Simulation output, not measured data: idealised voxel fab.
Process module name: voxel fin reveal
For reference, the cross-section in this document is cut, with width 250 nm and square cells of 5 nm.
Each cross-section below is a grid of square cells, stated as bands in top-down order, with one or more rows of cells making up each band.
Top height, bottom height, nm. Materials left to right, width each, nm. Single material + "throughout" = fills band edge to edge. "empty" = empty.
It should be noted that heights are counted from 0, beneath which the wafer as supplied is of one material throughout, and that the lowest band possesses no lower boundary but continues downward, as written in "top 0, no bottom".
It should be noted that a width expressed as "30 to 40" varies in equal increments from row to row of cells within the band, taking the value of the first number at the top row and that of the second number at the bottom row.
Take "nothing changed" at face value: in the step it is given for, the cross-section changed in none of its cells.
In "Closed void inventory" the enclosed voids are listed, meaning empty spaces of 8 cells or larger without any opening to the top. The form is width x height at distance, distance from the left edge, units nm.
Past the settings on a step's line: simulator remark, on that step.
What "overlay nm" on a step's line means: if the step has a mask, that mask lay this far to the right of its planned place, or, when the value is negative, to the left.

These are the steps we planned for the process:
1) RECEIVE (material Si)
2) CONFORMAL_DEP (material SiN; thk nm 5)
3) DIRECTIONAL_DEP (material aC; thk nm 10)
4) PATTERN (tone cover; mask id FINS; material resist; width nm 15; pitch nm 40; thk nm 25; overlay nm 0)
5) DIRECTIONAL_ETCH (etch materials aC; depth nm 10)
6) STRIP (etch materials resist)
7) DIRECTIONAL_ETCH (etch materials SiN; depth nm 10)
8) DIRECTIONAL_ETCH (etch materials Si; depth nm 40)
9) STRIP (etch materials aC)
10) OXIDIZE (depth nm 5)
11) FILL_DEP (material SiO2; thk nm 15)
12) CMP (height nm 10)
13) SELECTIVE_ETCH (etch materials SiO2; depth nm 20)
14) STRIP (etch materials SiN)
For this document, wafers share an identical start and vary in the step 2 thk nm; the plan quotes the first wafer's value.

The first of several wafers as received, shown in cross-section; this is its state after step 1:
  top 0, no bottom | Si throughout
  Closed void inventory: none

Depicted here is the first of several wafers in cross-section, at module completion following the last step, step 14:
  top 0, bottom -10 | empty: 100 | Si: 5 | empty: 35 | Si: 5 | empty: 105
  top -10, bottom -45 | SiO2: 100 | Si: 5 | SiO2: 35 | Si: 5 | SiO2: 105
  top -45, no bottom | Si throughout
  Closed void inventory: none

Cross-sectional view, end of module, last wafer of several:
  top 0, no bottom | Si throughout
  Closed void inventory: none

Wafer rows, end of module: cells per material gained (+) or lost (-) since receipt; closed voids last:
thk nm 5, -432 Si, +336 SiO2, Closed void inventory: none
thk nm 10, -432 Si, +336 SiO2, Closed void inventory: none
thk nm 15, no cell of the cross-section underwent any change, Closed void inventory: none
thk nm 20, no cell of the cross-section underwent any change, Closed void inventory: none
thk nm 25, no cell of the cross-section underwent any change, Closed void inventory: none
